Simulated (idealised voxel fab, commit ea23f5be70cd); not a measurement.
process module | voxel gate over fins
cross-section cut | 265 nm wide | cells 5 nm
A cross-section is a grid of square cells, given in bands from the top down. A band is one or more rows of cells.
Each band's line starts with the height of the band's top and of its bottom, in nm. Then come its materials from left to right, each with its width in nm. One material with "throughout" fills the band from edge to edge. "air" is empty space.
Height 0 is the level under which the wafer as received is all one material. The lowest band goes on downwards, as in "0 down".
A width such as "30 to 40" changes by the same amount from each row of cells to the next, from the band's top row to its bottom row.
"no change" after a step means that no cell of the cross-section changed.
closed voids: empty space of 8 cells or more with no open way to the top, each as width x height at its distance from the left edge, in nm
after a step's settings: what the simulator itself notes on the step
overlay nm, on a step with a mask: how far to the right of its planned place the mask lay; to the left if negative
plan
1 op RECEIVE | material Si
2 op CONFORMAL_DEP | material SiN | thk nm 10
3 op MASKED_ETCH | tone cover | mask id FINS | width nm 15 | pitch nm 60 | etch materials SiN | depth nm 10 | overlay nm 0
4 op MASKED_ETCH | tone cover | mask id FINS | width nm 15 | pitch nm 60 | etch materials Si | depth nm 40 | overlay nm 0
5 op OXIDIZE | depth nm 5
6 op FILL_DEP | material SiO2 | thk nm 5
7 op CMP | height nm 10
8 op MASKED_ETCH | tone open | mask id RAIL | width nm 15 | etch materials SiO2 | depth nm 45 | overlay nm 0
9 op CONFORMAL_DEP | material TiN | thk nm 5
10 op FILL_DEP | material Ru | thk nm 10
11 op CMP | height nm 10
12 op SELECTIVE_ETCH | etch materials W Ru TiN | depth nm 30
13 op FILL_DEP | material SiO2 | thk nm 5
14 op CMP | height nm 10
15 op SELECTIVE_ETCH | etch materials SiO2 | depth nm 20
16 op STRIP | etch materials SiN
17 op CONFORMAL_DEP | material HfO2 | thk nm 5
18 op CONFORMAL_DEP | material TiN | thk nm 5
19 op CONFORMAL_DEP | material TiAl | thk nm 5
20 op CONFORMAL_DEP | material TiN | thk nm 5
21 op FILL_DEP | material W | thk nm 10
22 op CMP | height nm 25
23 op CONFORMAL_DEP | material SiCN | thk nm 10
as received, after step 1
  0 down: Si throughout
  closed voids: none
first wafer at the end, as planned
  35 to 25: SiCN throughout
  25 to 20: W throughout
  20 to 15: W 20 | TiN 45 | W 15 | TiN 45 | W 15 | TiN 45 | W 15 | TiN 45 | W 20
  15 to 10: W 20 | TiN 5 | TiAl 35 | TiN 5 | W 15 | TiN 5 | TiAl 35 | TiN 5 | W 15 | TiN 5 | TiAl 35 | TiN 5 | W 15 | TiN 5 | TiAl 35 | TiN 5 | W 20
  10 to 5: TiN 25 | TiAl 5 | TiN 25 | TiAl 5 | TiN 25 | TiAl 5 | TiN 25 | TiAl 5 | TiN 25 | TiAl 5 | TiN 25 | TiAl 5 | TiN 25 | TiAl 5 | TiN 25 | TiAl 5 | TiN 25
  5 to 0: TiAl 30 | TiN 5 | HfO2 15 | TiN 5 | TiAl 35 | TiN 5 | HfO2 15 | TiN 5 | TiAl 35 | TiN 5 | HfO2 15 | TiN 5 | TiAl 35 | TiN 5 | HfO2 15 | TiN 5 | TiAl 30
  0 to -5: TiN 35 | HfO2 5 | Si 5 | HfO2 5 | TiN 45 | HfO2 5 | Si 5 | HfO2 5 | TiN 45 | HfO2 5 | Si 5 | HfO2 5 | TiN 45 | HfO2 5 | Si 5 | HfO2 5 | TiN 35
  -5 to -10: HfO2 40 | Si 5 | HfO2 55 | Si 5 | HfO2 55 | Si 5 | HfO2 55 | Si 5 | HfO2 40
  -10 to -20: SiO2 40 | Si 5 | SiO2 55 | Si 5 | SiO2 55 | Si 5 | SiO2 55 | Si 5 | SiO2 40
  -20 to -30: SiO2 40 | Si 5 | SiO2 20 | TiN 5 | Ru 5 | TiN 5 | SiO2 20 | Si 5 | SiO2 55 | Si 5 | SiO2 55 | Si 5 | SiO2 40
  -30 to -35: SiO2 40 | Si 5 | SiO2 20 | TiN 15 | SiO2 20 | Si 5 | SiO2 55 | Si 5 | SiO2 55 | Si 5 | SiO2 40
  -35 to -45: SiO2 40 | Si 5 | SiO2 55 | Si 5 | SiO2 55 | Si 5 | SiO2 55 | Si 5 | SiO2 40
  -45 down: Si throughout
  closed voids: none
second wafer at the end: like start, like plan, one mistake
  35 to 25: SiCN throughout
  25 to 20: W throughout
  20 to 15: W 20 | TiN 45 | W 15 | TiN 45 | W 15 | TiN 45 | W 15 | TiN 45 | W 20
  15 to 10: W 15 | TiN 10 | TiAl 35 | TiN 10 | W 5 | TiN 10 | TiAl 35 | TiN 10 | W 5 | TiN 10 | TiAl 35 | TiN 10 | W 5 | TiN 10 | TiAl 35 | TiN 10 | W 15
  10 to 5: TiN 20 | TiAl 10 | TiN 25 | TiAl 10 | TiN 15 | TiAl 10 | TiN 25 | TiAl 10 | TiN 15 | TiAl 10 | TiN 25 | TiAl 10 | TiN 15 | TiAl 10 | TiN 25 | TiAl 10 | TiN 20
  5 to 0: TiAl 25 | TiN 10 | HfO2 15 | TiN 10 | TiAl 25 | TiN 10 | HfO2 15 | TiN 10 | TiAl 25 | TiN 10 | HfO2 15 | TiN 10 | TiAl 25 | TiN 10 | HfO2 15 | TiN 10 | TiAl 25
  0 to -5: TiN 30 | HfO2 10 | Si 5 | HfO2 10 | TiN 35 | HfO2 10 | Si 5 | HfO2 10 | TiN 35 | HfO2 10 | Si 5 | HfO2 10 | TiN 35 | HfO2 10 | Si 5 | HfO2 10 | TiN 30
  -5 to -10: HfO2 35 | Si 15 | HfO2 45 | Si 15 | HfO2 45 | Si 15 | HfO2 45 | Si 15 | HfO2 35
  -10 to -20: SiO2 35 | Si 15 | SiO2 45 | Si 15 | SiO2 45 | Si 15 | SiO2 45 | Si 15 | SiO2 35
  -20 to -30: SiO2 35 | Si 15 | SiO2 15 | TiN 5 | Ru 5 | TiN 5 | SiO2 15 | Si 15 | SiO2 45 | Si 15 | SiO2 45 | Si 15 | SiO2 35
  -30 to -35: SiO2 35 | Si 15 | SiO2 15 | TiN 15 | SiO2 15 | Si 15 | SiO2 45 | Si 15 | SiO2 45 | Si 15 | SiO2 35
  -35 to -45: SiO2 35 | Si 15 | SiO2 45 | Si 15 | SiO2 45 | Si 15 | SiO2 45 | Si 15 | SiO2 35
  -45 down: Si throughout
  closed voids: none
what went wrong: step 4 ran as: op MASKED_ETCH | tone cover | mask id FINS | width nm 25 | pitch nm 60 | etch materials Si | depth nm 40 | overlay nm 0
at the end the second wafer has, in cells: 64 more of Si | 56 fewer of SiO2 | 8 fewer of W
